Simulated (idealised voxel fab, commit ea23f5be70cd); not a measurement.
process module | voxel transistor to metal
cross-section cut | 165 nm wide | cells 5 nm
A cross-section is a grid of square cells, given in bands from the top down. A band is one or more rows of cells.
Each band's line starts with the height of the band's top and of its bottom, in nm. Then come its materials from left to right, each with its width in nm. One material with "throughout" fills the band from edge to edge. "air" is empty space.
Height 0 is the level under which the wafer as received is all one material. The lowest band goes on downwards, as in "0 down".
A width such as "30 to 40" changes by the same amount from each row of cells to the next, from the band's top row to its bottom row.
"no change" after a step means that no cell of the cross-section changed.
closed voids: empty space of 8 cells or more with no open way to the top, each as width x height at its distance from the left edge, in nm
after a step's settings: what the simulator itself notes on the step
overlay nm, on a step with a mask: how far to the right of its planned place the mask lay; to the left if negative
plan
1 op RECEIVE | material Si
2 op OXIDIZE | depth nm 5
3 op CONFORMAL_DEP | material SiN | thk nm 15
4 op MASKED_ETCH | tone cover | mask id ACTIVE | width nm 105 | etch materials SiN | depth nm 15 | overlay nm 0
5 op MASKED_ETCH | tone cover | mask id ACTIVE | width nm 105 | etch materials SiO2 | depth nm 5 | overlay nm 0
6 op MASKED_ETCH | tone cover | mask id ACTIVE | width nm 105 | etch materials Si | depth nm 35 | overlay nm 0
7 op FILL_DEP | material SiO2 | thk nm 10
8 op CMP | height nm 15
9 op SELECTIVE_ETCH | etch materials SiO2 | depth nm 15
10 op STRIP | etch materials SiN
11 op SELECTIVE_ETCH | etch materials SiO2 | depth nm 5
12 op OXIDIZE | depth nm 5
13 op DIRECTIONAL_DEP | material polySi | thk nm 20
14 op DIRECTIONAL_DEP | material SiCN | thk nm 15
15 op PATTERN | tone cover | mask id GATE | material resist | width nm 15 | thk nm 15 | overlay nm 0
16 op DIRECTIONAL_ETCH | etch materials SiCN | depth nm 25
17 op DIRECTIONAL_ETCH | etch materials polySi | depth nm 30
18 op STRIP | etch materials resist
19 op CONFORMAL_DEP | material SiN | thk nm 5
20 op DIRECTIONAL_ETCH | etch materials SiN | depth nm 5
21 op DIRECTIONAL_ETCH | etch materials SiO2 | depth nm 5
22 op DIRECTIONAL_ETCH | etch materials Si | depth nm 15
23 op EPI | material SiGe | thk nm 15
24 op FILL_DEP | material SiO2 | thk nm 5
25 op CMP | height nm 30
26 op DIRECTIONAL_DEP | material SiO2 | thk nm 10
27 op DIRECTIONAL_DEP | material aC | thk nm 10
28 op PATTERN | tone open | mask id CONTACT | material resist | width nm 20 | pitch nm 75 | thk nm 25 | overlay nm 0
29 op DIRECTIONAL_ETCH | etch materials aC | depth nm 10
30 op STRIP | etch materials resist
31 op DIRECTIONAL_ETCH | etch materials SiO2 | depth nm 50
32 op STRIP | etch materials aC
33 op CONFORMAL_DEP | material TiN | thk nm 5
34 op FILL_DEP | material Ru | thk nm 5
35 op CMP | height nm 40
36 op DIRECTIONAL_DEP | material TiN | thk nm 5
37 op DIRECTIONAL_DEP | material Ru | thk nm 25
38 op PATTERN | tone cover | mask id METAL_1 | material resist | width nm 20 | pitch nm 75 | thk nm 15 | overlay nm 0
39 op DIRECTIONAL_ETCH | etch materials Ru | depth nm 25
40 op DIRECTIONAL_ETCH | etch materials TiN | depth nm 5
41 op STRIP | etch materials resist
42 op CONFORMAL_DEP | material SiCN | thk nm 5
43 op FILL_DEP | material SiO2 | thk nm 10
44 op CMP | height nm 70
45 op CONFORMAL_DEP | material SiN | thk nm 5
first wafer, as planned
as received, after step 1
  0 down: Si throughout
  closed voids: none
after step 2
  0 to -5: SiO2 throughout
  below -5: unchanged
after step 3
  15 to 0: SiN throughout
  below 0: unchanged
after step 4
  15 to 0: air 30 | SiN 105 | air 30
  below 0: unchanged
after step 5
  15 to 0: air 30 | SiN 105 | air 30
  0 to -5: air 30 | SiO2 105 | air 30
  below -5: unchanged
after step 6
  15 to 0: air 30 | SiN 105 | air 30
  0 to -5: air 30 | SiO2 105 | air 30
  -5 to -40: air 30 | Si 105 | air 30
  below -40: unchanged
after step 7
  25 to 15: SiO2 throughout
  15 to 0: SiO2 30 | SiN 105 | SiO2 30
  0 to -5: SiO2 throughout
  -5 to -40: SiO2 30 | Si 105 | SiO2 30
  below -40: unchanged
after step 8
  15 to 0: SiO2 30 | SiN 105 | SiO2 30
  below 0: unchanged
after step 9
  15 to 0: air 30 | SiN 105 | air 30
  below 0: unchanged
after step 10
  0 to -5: SiO2 throughout
  below -5: unchanged
after step 11
  -5 to -40: SiO2 30 | Si 105 | SiO2 30
  below -40: unchanged
after step 12
  -5 to -10: SiO2 throughout
  below -10: unchanged
after step 13
  15 to -5: polySi throughout
  below -5: unchanged
after step 14
  30 to 15: SiCN throughout
  below 15: unchanged
after step 15
  45 to 30: air 75 | resist 15 | air 75
  below 30: unchanged
after step 16
  45 to 30: air 75 | resist 15 | air 75
  30 to 15: air 75 | SiCN 15 | air 75
  below 15: unchanged
after step 17
  45 to 30: air 75 | resist 15 | air 75
  30 to 15: air 75 | SiCN 15 | air 75
  15 to -5: air 75 | polySi 15 | air 75
  below -5: unchanged
after step 18
  30 to 15: air 75 | SiCN 15 | air 75
  below 15: unchanged
after step 19
  35 to 30: air 70 | SiN 25 | air 70
  30 to 15: air 70 | SiN 5 | SiCN 15 | SiN 5 | air 70
  15 to 0: air 70 | SiN 5 | polySi 15 | SiN 5 | air 70
  0 to -5: SiN 75 | polySi 15 | SiN 75
  below -5: unchanged
after step 20
  30 to 15: air 70 | SiN 5 | SiCN 15 | SiN 5 | air 70
  15 to -5: air 70 | SiN 5 | polySi 15 | SiN 5 | air 70
  below -5: unchanged
after step 21
  30 to 15: air 70 | SiN 5 | SiCN 15 | SiN 5 | air 70
  15 to -5: air 70 | SiN 5 | polySi 15 | SiN 5 | air 70
  -5 to -10: air 70 | SiO2 25 | air 70
  below -10: unchanged
after step 22
  30 to 15: air 70 | SiN 5 | SiCN 15 | SiN 5 | air 70
  15 to -5: air 70 | SiN 5 | polySi 15 | SiN 5 | air 70
  -5 to -10: air 70 | SiO2 25 | air 70
  -10 to -25: SiO2 30 | air 40 | Si 25 | air 40 | SiO2 30
  below -25: unchanged
after step 23
  30 to 15: air 70 | SiN 5 | SiCN 15 | SiN 5 | air 70
  15 to 5: air 70 | SiN 5 | polySi 15 | SiN 5 | air 70
  5 to -5: air 55 | SiGe 15 | SiN 5 | polySi 15 | SiN 5 | SiGe 15 | air 55
  -5 to -10: air 55 | SiGe 15 | SiO2 25 | SiGe 15 | air 55
  -10 to -25: SiO2 30 | SiGe 40 | Si 25 | SiGe 40 | SiO2 30
  below -25: unchanged
after step 24
  35 to 30: SiO2 throughout
  30 to 15: SiO2 70 | SiN 5 | SiCN 15 | SiN 5 | SiO2 70
  15 to 5: SiO2 70 | SiN 5 | polySi 15 | SiN 5 | SiO2 70
  5 to -5: SiO2 55 | SiGe 15 | SiN 5 | polySi 15 | SiN 5 | SiGe 15 | SiO2 55
  -5 to -10: SiO2 55 | SiGe 15 | SiO2 25 | SiGe 15 | SiO2 55
  below -10: unchanged
after step 25
  30 to 15: SiO2 70 | SiN 5 | SiCN 15 | SiN 5 | SiO2 70
  below 15: unchanged
after step 26
  40 to 30: SiO2 throughout
  below 30: unchanged
after step 27
  50 to 40: aC throughout
  below 40: unchanged
after step 28
  75 to 50: resist 35 | air 20 | resist 55 | air 20 | resist 35
  below 50: unchanged
after step 29
  65 to 50: resist 35 | air 20 | resist 55 | air 20 | resist 35
  50 to 40: aC 35 | air 20 | aC 55 | air 20 | aC 35
  below 40: unchanged
after step 30
  50 to 40: aC 35 | air 20 | aC 55 | air 20 | aC 35
  below 40: unchanged
after step 31
  50 to 40: aC 35 | air 20 | aC 55 | air 20 | aC 35
  40 to 30: SiO2 35 | air 20 | SiO2 55 | air 20 | SiO2 35
  30 to 15: SiO2 35 | air 20 | SiO2 15 | SiN 5 | SiCN 15 | SiN 5 | SiO2 15 | air 20 | SiO2 35
  15 to 5: SiO2 35 | air 20 | SiO2 15 | SiN 5 | polySi 15 | SiN 5 | SiO2 15 | air 20 | SiO2 35
  5 to -5: SiO2 35 | air 20 | SiGe 15 | SiN 5 | polySi 15 | SiN 5 | SiGe 15 | air 20 | SiO2 35
  -5 to -10: SiO2 35 | air 20 | SiGe 15 | SiO2 25 | SiGe 15 | air 20 | SiO2 35
  below -10: unchanged
after step 32
  40 to 30: SiO2 35 | air 20 | SiO2 55 | air 20 | SiO2 35
  below 30: unchanged
after step 33
  45 to 40: TiN 40 | air 10 | TiN 65 | air 10 | TiN 40
  40 to 30: SiO2 35 | TiN 5 | air 10 | TiN 5 | SiO2 55 | TiN 5 | air 10 | TiN 5 | SiO2 35
  30 to 15: SiO2 35 | TiN 5 | air 10 | TiN 5 | SiO2 15 | SiN 5 | SiCN 15 | SiN 5 | SiO2 15 | TiN 5 | air 10 | TiN 5 | SiO2 35
  15 to 5: SiO2 35 | TiN 5 | air 10 | TiN 5 | SiO2 15 | SiN 5 | polySi 15 | SiN 5 | SiO2 15 | TiN 5 | air 10 | TiN 5 | SiO2 35
  5 to -5: SiO2 35 | TiN 5 | air 10 | TiN 5 | SiGe 15 | SiN 5 | polySi 15 | SiN 5 | SiGe 15 | TiN 5 | air 10 | TiN 5 | SiO2 35
  -5 to -10: SiO2 35 | TiN 20 | SiGe 15 | SiO2 25 | SiGe 15 | TiN 20 | SiO2 35
  below -10: unchanged
after step 34
  50 to 45: Ru throughout
  45 to 40: TiN 40 | Ru 10 | TiN 65 | Ru 10 | TiN 40
  40 to 30: SiO2 35 | TiN 5 | Ru 10 | TiN 5 | SiO2 55 | TiN 5 | Ru 10 | TiN 5 | SiO2 35
  30 to 15: SiO2 35 | TiN 5 | Ru 10 | TiN 5 | SiO2 15 | SiN 5 | SiCN 15 | SiN 5 | SiO2 15 | TiN 5 | Ru 10 | TiN 5 | SiO2 35
  15 to 5: SiO2 35 | TiN 5 | Ru 10 | TiN 5 | SiO2 15 | SiN 5 | polySi 15 | SiN 5 | SiO2 15 | TiN 5 | Ru 10 | TiN 5 | SiO2 35
  5 to -5: SiO2 35 | TiN 5 | Ru 10 | TiN 5 | SiGe 15 | SiN 5 | polySi 15 | SiN 5 | SiGe 15 | TiN 5 | Ru 10 | TiN 5 | SiO2 35
  below -5: unchanged
after step 35
  40 to 30: SiO2 35 | TiN 5 | Ru 10 | TiN 5 | SiO2 55 | TiN 5 | Ru 10 | TiN 5 | SiO2 35
  below 30: unchanged
after step 36
  45 to 40: TiN throughout
  below 40: unchanged
after step 37
  70 to 45: Ru throughout
  below 45: unchanged
after step 38
  85 to 70: air 35 | resist 20 | air 55 | resist 20 | air 35
  below 70: unchanged
after step 39
  85 to 70: air 35 | resist 20 | air 55 | resist 20 | air 35
  70 to 45: air 35 | Ru 20 | air 55 | Ru 20 | air 35
  below 45: unchanged
after step 40
  85 to 70: air 35 | resist 20 | air 55 | resist 20 | air 35
  70 to 45: air 35 | Ru 20 | air 55 | Ru 20 | air 35
  45 to 40: air 35 | TiN 20 | air 55 | TiN 20 | air 35
  below 40: unchanged
after step 41
  70 to 45: air 35 | Ru 20 | air 55 | Ru 20 | air 35
  below 45: unchanged
after step 42
  75 to 70: air 30 | SiCN 30 | air 45 | SiCN 30 | air 30
  70 to 45: air 30 | SiCN 5 | Ru 20 | SiCN 5 | air 45 | SiCN 5 | Ru 20 | SiCN 5 | air 30
  45 to 40: SiCN 35 | TiN 20 | SiCN 55 | TiN 20 | SiCN 35
  below 40: unchanged
after step 43
  85 to 75: SiO2 throughout
  75 to 70: SiO2 30 | SiCN 30 | SiO2 45 | SiCN 30 | SiO2 30
  70 to 45: SiO2 30 | SiCN 5 | Ru 20 | SiCN 5 | SiO2 45 | SiCN 5 | Ru 20 | SiCN 5 | SiO2 30
  below 45: unchanged
after step 44
  70 to 45: SiO2 30 | SiCN 5 | Ru 20 | SiCN 5 | SiO2 45 | SiCN 5 | Ru 20 | SiCN 5 | SiO2 30
  below 45: unchanged
after step 45
  75 to 70: SiN throughout
  below 70: unchanged
second wafer: like start, like plan, one mistake. Through step 22 it matches the first wafer
when step 23 should have ended
  30 to 20: air 70 | SiN 5 | SiCN 15 | SiN 5 | air 70
  20 to 15: air 40 | SiGe 30 | SiN 5 | SiCN 15 | SiN 5 | SiGe 30 | air 40
  15 to 5: air 40 | SiGe 30 | SiN 5 | polySi 15 | SiN 5 | SiGe 30 | air 40
  5 to -5: air 15 | SiGe 55 | SiN 5 | polySi 15 | SiN 5 | SiGe 55 | air 15
  -5 to -10: air 15 | SiGe 55 | SiO2 25 | SiGe 55 | air 15
  -10 to -25: SiO2 30 | SiGe 40 | Si 25 | SiGe 40 | SiO2 30
  below -25: unchanged
when step 24 should have ended
  35 to 30: SiO2 throughout
  30 to 20: SiO2 70 | SiN 5 | SiCN 15 | SiN 5 | SiO2 70
  20 to 15: SiO2 40 | SiGe 30 | SiN 5 | SiCN 15 | SiN 5 | SiGe 30 | SiO2 40
  15 to 5: SiO2 40 | SiGe 30 | SiN 5 | polySi 15 | SiN 5 | SiGe 30 | SiO2 40
  5 to -5: SiO2 15 | SiGe 55 | SiN 5 | polySi 15 | SiN 5 | SiGe 55 | SiO2 15
  -5 to -10: SiO2 15 | SiGe 55 | SiO2 25 | SiGe 55 | SiO2 15
  below -10: unchanged
when step 25 should have ended
  30 to 20: SiO2 70 | SiN 5 | SiCN 15 | SiN 5 | SiO2 70
  below 20: unchanged
when step 26 should have ended
  40 to 30: SiO2 throughout
  below 30: unchanged
when step 27 should have ended
  50 to 40: aC throughout
  below 40: unchanged
when step 28 should have ended
  75 to 50: resist 35 | air 20 | resist 55 | air 20 | resist 35
  below 50: unchanged
when step 29 should have ended
  65 to 50: resist 35 | air 20 | resist 55 | air 20 | resist 35
  50 to 40: aC 35 | air 20 | aC 55 | air 20 | aC 35
  below 40: unchanged
when step 30 should have ended
  50 to 40: aC 35 | air 20 | aC 55 | air 20 | aC 35
  below 40: unchanged
when step 31 should have ended
  50 to 40: aC 35 | air 20 | aC 55 | air 20 | aC 35
  40 to 30: SiO2 35 | air 20 | SiO2 55 | air 20 | SiO2 35
  30 to 20: SiO2 35 | air 20 | SiO2 15 | SiN 5 | SiCN 15 | SiN 5 | SiO2 15 | air 20 | SiO2 35
  20 to 15: SiO2 35 | air 5 | SiGe 30 | SiN 5 | SiCN 15 | SiN 5 | SiGe 30 | air 5 | SiO2 35
  15 to 5: SiO2 35 | air 5 | SiGe 30 | SiN 5 | polySi 15 | SiN 5 | SiGe 30 | air 5 | SiO2 35
  below 5: unchanged
when step 32 should have ended
  40 to 30: SiO2 35 | air 20 | SiO2 55 | air 20 | SiO2 35
  below 30: unchanged
when step 33 should have ended
  45 to 40: TiN 40 | air 10 | TiN 65 | air 10 | TiN 40
  40 to 30: SiO2 35 | TiN 5 | air 10 | TiN 5 | SiO2 55 | TiN 5 | air 10 | TiN 5 | SiO2 35
  30 to 25: SiO2 35 | TiN 5 | air 10 | TiN 5 | SiO2 15 | SiN 5 | SiCN 15 | SiN 5 | SiO2 15 | TiN 5 | air 10 | TiN 5 | SiO2 35
  25 to 20: SiO2 35 | TiN 20 | SiO2 15 | SiN 5 | SiCN 15 | SiN 5 | SiO2 15 | TiN 20 | SiO2 35
  20 to 15: SiO2 35 | TiN 5 | SiGe 30 | SiN 5 | SiCN 15 | SiN 5 | SiGe 30 | TiN 5 | SiO2 35
  15 to 5: SiO2 35 | TiN 5 | SiGe 30 | SiN 5 | polySi 15 | SiN 5 | SiGe 30 | TiN 5 | SiO2 35
  below 5: unchanged
when step 34 should have ended
  50 to 45: Ru throughout
  45 to 40: TiN 40 | Ru 10 | TiN 65 | Ru 10 | TiN 40
  40 to 30: SiO2 35 | TiN 5 | Ru 10 | TiN 5 | SiO2 55 | TiN 5 | Ru 10 | TiN 5 | SiO2 35
  30 to 25: SiO2 35 | TiN 5 | Ru 10 | TiN 5 | SiO2 15 | SiN 5 | SiCN 15 | SiN 5 | SiO2 15 | TiN 5 | Ru 10 | TiN 5 | SiO2 35
  below 25: unchanged
when step 35 should have ended
  40 to 30: SiO2 35 | TiN 5 | Ru 10 | TiN 5 | SiO2 55 | TiN 5 | Ru 10 | TiN 5 | SiO2 35
  below 30: unchanged
when step 36 should have ended
  45 to 40: TiN throughout
  below 40: unchanged
when step 37 should have ended
  70 to 45: Ru throughout
  below 45: unchanged
when step 38 should have ended
  85 to 70: air 35 | resist 20 | air 55 | resist 20 | air 35
  below 70: unchanged
when step 39 should have ended
  85 to 70: air 35 | resist 20 | air 55 | resist 20 | air 35
  70 to 45: air 35 | Ru 20 | air 55 | Ru 20 | air 35
  below 45: unchanged
when step 40 should have ended
  85 to 70: air 35 | resist 20 | air 55 | resist 20 | air 35
  70 to 45: air 35 | Ru 20 | air 55 | Ru 20 | air 35
  45 to 40: air 35 | TiN 20 | air 55 | TiN 20 | air 35
  below 40: unchanged
when step 41 should have ended
  70 to 45: air 35 | Ru 20 | air 55 | Ru 20 | air 35
  below 45: unchanged
when step 42 should have ended
  75 to 70: air 30 | SiCN 30 | air 45 | SiCN 30 | air 30
  70 to 45: air 30 | SiCN 5 | Ru 20 | SiCN 5 | air 45 | SiCN 5 | Ru 20 | SiCN 5 | air 30
  45 to 40: SiCN 35 | TiN 20 | SiCN 55 | TiN 20 | SiCN 35
  below 40: unchanged
when step 43 should have ended
  85 to 75: SiO2 throughout
  75 to 70: SiO2 30 | SiCN 30 | SiO2 45 | SiCN 30 | SiO2 30
  70 to 45: SiO2 30 | SiCN 5 | Ru 20 | SiCN 5 | SiO2 45 | SiCN 5 | Ru 20 | SiCN 5 | SiO2 30
  below 45: unchanged
when step 44 should have ended
  70 to 45: SiO2 30 | SiCN 5 | Ru 20 | SiCN 5 | SiO2 45 | SiCN 5 | Ru 20 | SiCN 5 | SiO2 30
  below 45: unchanged
when step 45 should have ended
  75 to 70: SiN throughout
  below 70: unchanged
what went wrong: step 23 was run twice
at the end the second wafer has, in cells: 24 fewer of Ru | 84 more of SiGe | 42 fewer of SiO2 | 18 fewer of TiN
